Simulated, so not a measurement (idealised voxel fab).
The following is a process module called voxel trench capacitor.
Cross-section cut spans 185 nm and uses square cells 5 nm in size.
In what follows, cross-sections appear as grids of square cells, described through bands that run from the top down, where every band is one or more rows of cells.
Basically the band line says how high the top is and how high the bottom is, in nm, and then what's in it from left to right, every material with its width in nm. Empty space shows up as "blank", and if a single material carries "throughout" it runs the full band edge to edge.
The level at which height equals 0 is the one under which the wafer, as it arrives, is entirely one material. No lower edge exists for the bottom band, which continues downward and is notated as in "0 -> down".
Think of "30..40" as a width that walks from the first number to the second as you go down the band, top row to bottom row, taking equal-sized steps from row to row.
"changes: none" (step): cross-section cells unchanged, all of them.
Empty spaces counting at least 8 cells and having no open way to the top are listed in "Closed void register". The notation width x height at distance is used for each, the distance being from the left edge and all three values in nm.
Step line, after settings: the simulator's comment on this step.
Steps that use a mask can have "overlay nm" on their line. It says how far the mask sat to the right of where it was meant to be. Negative means to the left.

# Process steps (planned)
1: RECEIVE, material Si
2: CONFORMAL_DEP, material SiN, thk nm 5
3: DIRECTIONAL_DEP, material aC, thk nm 10
4: PATTERN, tone open, mask id TRENCH, material resist, width nm 20, pitch nm 45, thk nm 25, overlay nm 0
5: DIRECTIONAL_ETCH, etch materials aC, depth nm 10
6: STRIP, etch materials resist
7: DIRECTIONAL_ETCH, etch materials SiN, depth nm 5
8: DIRECTIONAL_ETCH, etch materials Si, depth nm 40
9: STRIP, etch materials aC
10: CONFORMAL_DEP, material Al2O3, thk nm 5
11: FILL_DEP, material polySi, thk nm 10
12: CMP, height nm 5

# Wafer cross-section on receipt, i.e. after step 1
  0 -> down = Si throughout
  Closed void register: none

# a wafer at the end: this start, this plan, one mistake
  20 -> 10 = polySi throughout
  10 -> 5 = 20 nm Al2O3 | 10 nm polySi | 35 nm Al2O3 | 10 nm polySi | 35 nm Al2O3 | 10 nm polySi | 35 nm Al2O3 | 10 nm polySi | 20 nm Al2O3
  5 -> 0 = 15 nm SiN | 5 nm Al2O3 | 10 nm polySi | 5 nm Al2O3 | 25 nm SiN | 5 nm Al2O3 | 10 nm polySi | 5 nm Al2O3 | 25 nm SiN | 5 nm Al2O3 | 10 nm polySi | 5 nm Al2O3 | 25 nm SiN | 5 nm Al2O3 | 10 nm polySi | 5 nm Al2O3 | 15 nm SiN
  0 -> -35 = 15 nm Si | 5 nm Al2O3 | 10 nm polySi | 5 nm Al2O3 | 25 nm Si | 5 nm Al2O3 | 10 nm polySi | 5 nm Al2O3 | 25 nm Si | 5 nm Al2O3 | 10 nm polySi | 5 nm Al2O3 | 25 nm Si | 5 nm Al2O3 | 10 nm polySi | 5 nm Al2O3 | 15 nm Si
  -35 -> -40 = 15 nm Si | 20 nm Al2O3 | 25 nm Si | 20 nm Al2O3 | 25 nm Si | 20 nm Al2O3 | 25 nm Si | 20 nm Al2O3 | 15 nm Si
  -40 -> down = Si throughout
  Closed void register: none
What broke from the plan during processing? plan step 12 was not performed, having been skipped
